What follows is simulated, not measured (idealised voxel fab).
Proc. module: voxel ribs on slabs
Cross-section cut spans 185 nm and uses square cells 5 nm in size.
Cross-section layout: square cells on a grid; listed as bands, top to bottom; a band spans one or more cell rows. Per band: top height and bottom height in nm, followed by the left-to-right materials and their widths in nm; "full width" marks a single material spanning edge to edge, "empty" marks empty space. We count height from 0. Below that, the starting wafer is all one material. The lowest band never ends at the bottom but goes on down; see "z 0 and below" for how that is written. So if you see something like "30 to 40" for the width, read it as the top row of the band sitting at the first number and the bottom row at the second, with every row in between moving by the same amount as the last. What does "no alteration" mean for a step? It means no cell of the cross-section changed in that step. The entry "Sealed internal voids" lists the empty spaces that cover at least 8 cells and have no open path to the top. Each is written as width x height at distance, where the distance is measured from the left edge and all three values are in nm. That trailing text on a step's line, after the settings, is the simulator's own remark on the step. When a step includes a mask, the "overlay nm" setting on its line states how far to the right of its planned place that mask lay, and negative values state how far to the left.
So here's the lineup of process steps we planned:
step 1: RECEIVE with material Si
step 2: DIRECTIONAL_DEP with material SiO2, thk nm 25
step 3: DIRECTIONAL_DEP with material SiN, thk nm 15
step 4: PATTERN with tone cover, mask id RIB, material resist, width nm 30, thk nm 15, overlay nm 0
step 5: DIRECTIONAL_ETCH with etch materials SiN, depth nm 5
step 6: STRIP with etch materials resist
step 7: DIRECTIONAL_DEP with material aC, thk nm 10
step 8: PATTERN with tone cover, mask id SLAB, material resist, width nm 60, thk nm 25, overlay nm 0
step 9: DIRECTIONAL_ETCH with etch materials aC, depth nm 10
step 10: STRIP with etch materials resist
step 11: DIRECTIONAL_ETCH with etch materials SiN, depth nm 10
step 12: STRIP with etch materials aC
step 13: FILL_DEP with material SiO2, thk nm 25
step 14: CMP with height nm 60
step 15: DIRECTIONAL_DEP with material W, thk nm 5
step 16: PATTERN with tone cover, mask id HEATER, material resist, width nm 40, thk nm 15, overlay nm 0
step 17: DIRECTIONAL_ETCH with etch materials W, depth nm 5
step 18: STRIP with etch materials resist
step 19: CONFORMAL_DEP with material SiN, thk nm 10
Account of the first of two wafers, which was processed as intended:
So this is the incoming wafer in cross-section - it's already been through step 1:
* z 0 and below | Si full width
* Sealed internal voids: none
You're looking at a cross-section of the wafer after step 2:
* z 25 to 0 | SiO2 full width
* Below 0, the layers are the same as they were.
You're looking at a cross-section of the wafer after step 3:
* z 40 to 25 | SiN full width
* Below 25, the layers are the same as they were.
You're looking at a cross-section of the wafer after step 4:
* z 55 to 40 | empty=75  resist=30  empty=80
* Below 40, the layers are the same as they were.
You're looking at a cross-section of the wafer after step 5:
* z 55 to 40 | empty=75  resist=30  empty=80
* z 40 to 35 | empty=75  SiN=30  empty=80
* Below 35, the layers are the same as they were.
You're looking at a cross-section of the wafer after step 6:
* z 40 to 35 | empty=75  SiN=30  empty=80
* Below 35, the layers are the same as they were.
You're looking at a cross-section of the wafer after step 7:
* z 50 to 45 | empty=75  aC=30  empty=80
* z 45 to 40 | aC full width
* z 40 to 35 | aC=75  SiN=30  aC=80
* Below 35, the layers are the same as they were.
You're looking at a cross-section of the wafer after step 8:
* z 75 to 50 | empty=60  resist=60  empty=65
* z 50 to 45 | empty=60  resist=15  aC=30  resist=15  empty=65
* Below 45, the layers are the same as they were.
You're looking at a cross-section of the wafer after step 9:
* z 65 to 50 | empty=60  resist=60  empty=65
* z 50 to 45 | empty=60  resist=15  aC=30  resist=15  empty=65
* z 45 to 40 | empty=60  aC=60  empty=65
* z 40 to 35 | empty=60  aC=15  SiN=30  aC=15  empty=65
* Below 35, the layers are the same as they were.
You're looking at a cross-section of the wafer after step 10:
* z 50 to 40 | empty=75 to 60  aC=30 to 60  empty=80 to 65
* Below 40, the layers are the same as they were.
You're looking at a cross-section of the wafer after step 11:
* z 50 to 40 | empty=75 to 60  aC=30 to 60  empty=80 to 65
* z 40 to 35 | empty=60  aC=15  SiN=30  aC=15  empty=65
* z 35 to 25 | empty=60  SiN=60  empty=65
* Below 25, the layers are the same as they were.
You're looking at a cross-section of the wafer after step 12:
* z 40 to 35 | empty=75  SiN=30  empty=80
* Below 35, the layers are the same as they were.
You're looking at a cross-section of the wafer after step 13:
* z 65 to 40 | SiO2 full width
* z 40 to 35 | SiO2=75  SiN=30  SiO2=80
* z 35 to 25 | SiO2=60  SiN=60  SiO2=65
* Below 25, the layers are the same as they were.
You're looking at a cross-section of the wafer after step 14:
* z 60 to 40 | SiO2 full width
* Below 40, the layers are the same as they were.
You're looking at a cross-section of the wafer after step 15:
* z 65 to 60 | W full width
* Below 60, the layers are the same as they were.
You're looking at a cross-section of the wafer after step 16:
* z 80 to 65 | empty=70  resist=40  empty=75
* Below 65, the layers are the same as they were.
You're looking at a cross-section of the wafer after step 17:
* z 80 to 65 | empty=70  resist=40  empty=75
* z 65 to 60 | empty=70  W=40  empty=75
* Below 60, the layers are the same as they were.
You're looking at a cross-section of the wafer after step 18:
* z 65 to 60 | empty=70  W=40  empty=75
* Below 60, the layers are the same as they were.
You're looking at a cross-section of the wafer after step 19:
* z 75 to 70 | empty=60  SiN=60  empty=65
* z 70 to 65 | SiN full width
* z 65 to 60 | SiN=70  W=40  SiN=75
* Below 60, the layers are the same as they were.
Wafer two. Identical start, identical plan. One mistake in execution. Identical history through step 2:
Second wafer, cut view, end of step 3 per plan:
* z 55 to 25 | SiN full width
* Below 25, the layers are the same as they were.
Second wafer, cut view, end of step 4 per plan:
* z 70 to 55 | empty=75  resist=30  empty=80
* Below 55, the layers are the same as they were.
Second wafer, cut view, end of step 5 per plan:
* z 70 to 55 | empty=75  resist=30  empty=80
* z 55 to 50 | empty=75  SiN=30  empty=80
* Below 50, the layers are the same as they were.
Second wafer, cut view, end of step 6 per plan:
* z 55 to 50 | empty=75  SiN=30  empty=80
* Below 50, the layers are the same as they were.
Second wafer, cut view, end of step 7 per plan:
* z 65 to 60 | empty=75  aC=30  empty=80
* z 60 to 55 | aC full width
* z 55 to 50 | aC=75  SiN=30  aC=80
* Below 50, the layers are the same as they were.
Second wafer, cut view, end of step 8 per plan:
* z 90 to 65 | empty=60  resist=60  empty=65
* z 65 to 60 | empty=60  resist=15  aC=30  resist=15  empty=65
* Below 60, the layers are the same as they were.
Second wafer, cut view, end of step 9 per plan:
* z 80 to 65 | empty=60  resist=60  empty=65
* z 65 to 60 | empty=60  resist=15  aC=30  resist=15  empty=65
* z 60 to 55 | empty=60  aC=60  empty=65
* z 55 to 50 | empty=60  aC=15  SiN=30  aC=15  empty=65
* Below 50, the layers are the same as they were.
Second wafer, cut view, end of step 10 per plan:
* z 65 to 55 | empty=75 to 60  aC=30 to 60  empty=80 to 65
* Below 55, the layers are the same as they were.
Second wafer, cut view, end of step 11 per plan:
* z 65 to 55 | empty=75 to 60  aC=30 to 60  empty=80 to 65
* z 55 to 50 | empty=60  aC=15  SiN=30  aC=15  empty=65
* z 50 to 40 | empty=60  SiN=60  empty=65
* Below 40, the layers are the same as they were.
Second wafer, cut view, end of step 12 per plan:
* z 55 to 50 | empty=75  SiN=30  empty=80
* Below 50, the layers are the same as they were.
Second wafer, cut view, end of step 13 per plan:
* z 80 to 55 | SiO2 full width
* z 55 to 50 | SiO2=75  SiN=30  SiO2=80
* z 50 to 40 | SiO2=60  SiN=60  SiO2=65
* Below 40, the layers are the same as they were.
Second wafer, cut view, end of step 14 per plan:
* z 60 to 55 | SiO2 full width
* Below 55, the layers are the same as they were.
Second wafer, cut view, end of step 15 per plan:
* z 65 to 60 | W full width
* Below 60, the layers are the same as they were.
Second wafer, cut view, end of step 16 per plan:
* z 80 to 65 | empty=70  resist=40  empty=75
* Below 65, the layers are the same as they were.
Second wafer, cut view, end of step 17 per plan:
* z 80 to 65 | empty=70  resist=40  empty=75
* z 65 to 60 | empty=70  W=40  empty=75
* Below 60, the layers are the same as they were.
Second wafer, cut view, end of step 18 per plan:
* z 65 to 60 | empty=70  W=40  empty=75
* Below 60, the layers are the same as they were.
Second wafer, cut view, end of step 19 per plan:
* z 75 to 70 | empty=60  SiN=60  empty=65
* z 70 to 65 | SiN full width
* z 65 to 60 | SiN=70  W=40  SiN=75
* Below 60, the layers are the same as they were.
Nonconformance to the process plan: step 3 of the plan was twice carried out
Heads up, by the end the second wafer has more or fewer cells of some materials compared to the first: +111 SiN, -111 SiO2
